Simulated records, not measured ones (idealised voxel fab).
Process module under the name voxel capacitor over wiring
FYI the section here is cut, 165 nm wide, cells are 5 nm squares.
Cross-section = grid of square cells, listed top down in bands; band = one or more rows. Within each band entry, the heights of the top and of the bottom of the band appear first, in that order and in nm; the materials of the band then follow from left to right, each with its corresponding width in nm. The designation "throughout" on a single material indicates that it fills the band from edge to edge; the designation "air" indicates empty space. Heights are measured from 0, the level below which the as-received wafer is all one material; the lowest band has no bottom and continues downward, written as in "z 0 and below". Width "30..40": first value at the band's top row of cells, second value at its bottom row, equal change from row to row. Basically "all unchanged" means that step didn't change any cell in the cross-section. "Closed-off voids" - sealed voids, min. 8 cells, no opening to top; format: width x height at distance (distance from left edge; nm throughout). Post-settings text on a step line: simulator's own remark regarding the step. overlay nm: how far to the right of its planned place the mask lay on this masked step (negative: to the left).

Below is the list of planned process steps:
1: op RECEIVE | material Si
2: op CONFORMAL_DEP | material SiO2 | thk nm 15
3: op CONFORMAL_DEP | material SiN | thk nm 5
4: op DIRECTIONAL_DEP | material SiO2 | thk nm 25
5: op PATTERN | tone open | mask id METAL_1 | material resist | width nm 20 | pitch nm 75 | thk nm 20 | overlay nm 0
6: op DIRECTIONAL_ETCH | etch materials SiO2 | depth nm 25
7: op DIRECTIONAL_ETCH | etch materials SiN | depth nm 5
8: op STRIP | etch materials resist
9: op CONFORMAL_DEP | material TiN | thk nm 5
10: op FILL_DEP | material Ru | thk nm 5
11: op CMP | height nm 45
12: op EPI | material Ru | thk nm 5
13: op FILL_DEP | material SiCN | thk nm 5
14: op DIRECTIONAL_DEP | material SiO2 | thk nm 20
15: op MASKED_ETCH | tone open | mask id PLUG_1 | width nm 15 | etch materials SiO2 | depth nm 20 | overlay nm 0
16: op MASKED_ETCH | tone open | mask id PLUG_1 | width nm 15 | etch materials SiCN | depth nm 5 | overlay nm 0
17: op EPI | material Ru | thk nm 10
18: op EPI | material Ru | thk nm 10
19: op EPI | material Ru | thk nm 5
20: op DIRECTIONAL_DEP | material TiN | thk nm 5
21: op DIRECTIONAL_DEP | material SiN | thk nm 5
22: op DIRECTIONAL_DEP | material TiN | thk nm 5
23: op DIRECTIONAL_DEP | material aC | thk nm 15
24: op PATTERN | tone cover | mask id UPPER_PLATE | material resist | width nm 60 | thk nm 30 | overlay nm 0
25: op DIRECTIONAL_ETCH | etch materials aC | depth nm 15
26: op STRIP | etch materials resist
27: op DIRECTIONAL_ETCH | etch materials TiN | depth nm 5
28: op DIRECTIONAL_ETCH | etch materials SiN | depth nm 5
29: op STRIP | etch materials aC
30: op MASKED_ETCH | tone cover | mask id LOWER_PLATE | width nm 70 | etch materials TiN | depth nm 5 | overlay nm 0
31: op FILL_DEP | material SiO2 | thk nm 20
32: op CMP | height nm 105
33: op DIRECTIONAL_DEP | material aC | thk nm 15
34: op PATTERN | tone open | mask id PLUG_2 | material resist | width nm 15 | thk nm 35 | overlay nm 0
35: op DIRECTIONAL_ETCH | etch materials aC | depth nm 15
36: op STRIP | etch materials resist
37: op DIRECTIONAL_ETCH | etch materials SiO2 | depth nm 15
38: op STRIP | etch materials aC
39: op CONFORMAL_DEP | material TiN | thk nm 5
40: op FILL_DEP | material Ru | thk nm 5
41: op CMP | height nm 105
42: op CONFORMAL_DEP | material SiN | thk nm 5

Shown in cross-section is the wafer as received, that is, as it stands after step 1:
- z 0 and below: Si throughout
- Closed-off voids: none

Post-module cross-section of the first of two wafers (run per plan):
- z 110 to 105: SiN throughout
- z 105 to 95: 50 of SiO2 / 5 of TiN / 5 of Ru / 5 of TiN / 100 of SiO2
- z 95 to 85: 50..40 of SiO2 / 15..60 of TiN / 100..65 of SiO2
- z 85 to 80: 40 of SiO2 / 60 of SiN / 65 of SiO2
- z 80 to 75: 35 of SiO2 / 70 of TiN / 60 of SiO2
- z 75 to 55: 40 of SiO2 / 15 of Ru / 110 of SiO2
- z 55 to 50: 40 of SiCN / 15 of Ru / 110 of SiCN
- z 50 to 45: 30 of SiCN / 30 of Ru / 45 of SiCN / 30 of Ru / 30 of SiCN
- z 45 to 20: 35 of SiO2 / 5 of TiN / 10 of Ru / 5 of TiN / 55 of SiO2 / 5 of TiN / 10 of Ru / 5 of TiN / 35 of SiO2
- z 20 to 15: 35 of SiN / 20 of TiN / 55 of SiN / 20 of TiN / 35 of SiN
- z 15 to 0: SiO2 throughout
- z 0 and below: Si throughout
- Closed-off voids: none

Second of two wafers, module complete, sectioned: it shares the first wafer's start and plan but was run with one mistake:
- z 110 to 105: SiN throughout
- z 105 to 95: 50 of SiO2 / 5 of TiN / 5 of Ru / 5 of TiN / 100 of SiO2
- z 95 to 90: 50 of SiO2 / 15 of TiN / 100 of SiO2
- z 90 to 85: SiO2 throughout
- z 85 to 80: 40 of SiO2 / 60 of SiN / 65 of SiO2
- z 80 to 75: 35 of TiN / 5 of SiO2 / 60 of TiN / 5 of SiO2 / 60 of TiN
- z 75 to 55: 40 of SiO2 / 15 of Ru / 110 of SiO2
- z 55 to 50: 40 of SiCN / 15 of Ru / 110 of SiCN
- z 50 to 45: 30 of SiCN / 30 of Ru / 45 of SiCN / 30 of Ru / 30 of SiCN
- z 45 to 20: 35 of SiO2 / 5 of TiN / 10 of Ru / 5 of TiN / 55 of SiO2 / 5 of TiN / 10 of Ru / 5 of TiN / 35 of SiO2
- z 20 to 15: 35 of SiN / 20 of TiN / 55 of SiN / 20 of TiN / 35 of SiN
- z 15 to 0: SiO2 throughout
- z 0 and below: Si throughout
- Closed-off voids: none
Which mistake was made when the wafer was run? contrary to plan, step 30 was performed as op MASKED_ETCH | tone open | mask id LOWER_PLATE | width nm 70 | etch materials TiN | depth nm 5 | overlay nm 0
End of process, cell counts, second wafer against first, materials with more or fewer: -5 SiO2; +5 TiN
